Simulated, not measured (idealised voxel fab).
The following is a process module called voxel ribs on slabs.
The width of the displayed cross-section, cut, is 185 nm; its cells are square, with a size of 5 nm.
Cross-section spec: square-cell grid; bands listed top down; each band is one or more rows.
Read a band's entry like this: the first values are the height of its top and the height of its bottom in nm, and what follows is the sequence of materials from left to right, each with its width in nm. Note that "empty" is empty space, and that a single material marked "throughout" reaches across the band from edge to edge.
A quick word on heights: they are counted from 0, and under that level the wafer as it came to us is one material throughout. The lowest band is different from the rest in having no bottom; it simply continues downward, written as in "top 0, no bottom".
The width entry "30..40" should be interpreted row by row: the top row of cells in the band takes the first number, the bottom row takes the second number, and the change between adjacent rows is uniform throughout.
"changes: none" (step): cross-section cells unchanged, all of them.
The list in "Listed closed voids" covers empty spaces of 8 cells or more that cannot reach the top through any open way, and it gives each as width x height at distance; the distance is from the left edge, and width, height and distance are in nm.
The remark found on a step's line after its settings is issued by the simulator itself and pertains to that step.
"overlay nm", when on a step's line for a step with a mask, measures how far to the right of its planned place the mask lay; a negative measure means to the left.

### The steps planned for the process are as follows
step 1: op RECEIVE | material Si
step 2: op DIRECTIONAL_DEP | material SiO2 | thk nm 30
step 3: op DIRECTIONAL_DEP | material SiN | thk nm 20
step 4: op MASKED_ETCH | tone cover | mask id RIB | width nm 15 | etch materials SiN | depth nm 15 | overlay nm 0
step 5: op MASKED_ETCH | tone cover | mask id SLAB | width nm 65 | etch materials SiN | depth nm 5 | overlay nm 0
step 6: op FILL_DEP | material SiO2 | thk nm 20
step 7: op CMP | height nm 60
step 8: op DIRECTIONAL_DEP | material TiN | thk nm 10
step 9: op MASKED_ETCH | tone cover | mask id HEATER | width nm 25 | etch materials TiN | depth nm 10 | overlay nm 0
step 10: op CONFORMAL_DEP | material SiN | thk nm 5

### Cross-sectional view of the wafer in its as-received condition, corresponding to the state after step 1
> top 0, no bottom: Si throughout
> Listed closed voids: none

### Looking at the first of two wafers in cross-section at end of module - ran to plan
> top 75, bottom 70: 75 nm empty / 35 nm SiN / 75 nm empty
> top 70, bottom 65: 75 nm empty / 5 nm SiN / 25 nm TiN / 5 nm SiN / 75 nm empty
> top 65, bottom 60: 80 nm SiN / 25 nm TiN / 80 nm SiN
> top 60, bottom 50: SiO2 throughout
> top 50, bottom 35: 85 nm SiO2 / 15 nm SiN / 85 nm SiO2
> top 35, bottom 30: 60 nm SiO2 / 65 nm SiN / 60 nm SiO2
> top 30, bottom 0: SiO2 throughout
> top 0, no bottom: Si throughout
> Listed closed voids: none

### This is the second of the two wafers, cross-sectioned at the end of the module; it started exactly like the first and was given the same plan, but it was run with one mistake
> top 75, bottom 70: 85 nm empty / 35 nm SiN / 65 nm empty
> top 70, bottom 65: 85 nm empty / 5 nm SiN / 25 nm TiN / 5 nm SiN / 65 nm empty
> top 65, bottom 60: 90 nm SiN / 25 nm TiN / 70 nm SiN
> top 60, bottom 50: SiO2 throughout
> top 50, bottom 35: 85 nm SiO2 / 15 nm SiN / 85 nm SiO2
> top 35, bottom 30: 60 nm SiO2 / 65 nm SiN / 60 nm SiO2
> top 30, bottom 0: SiO2 throughout
> top 0, no bottom: Si throughout
> Listed closed voids: none
Plan not followed: contrary to plan, step 9 was performed as op MASKED_ETCH | tone cover | mask id HEATER | width nm 25 | etch materials TiN | depth nm 10 | overlay nm 10
So at the finish, the second wafer's got exactly as many cells of each material as the first, just not in the same spots.
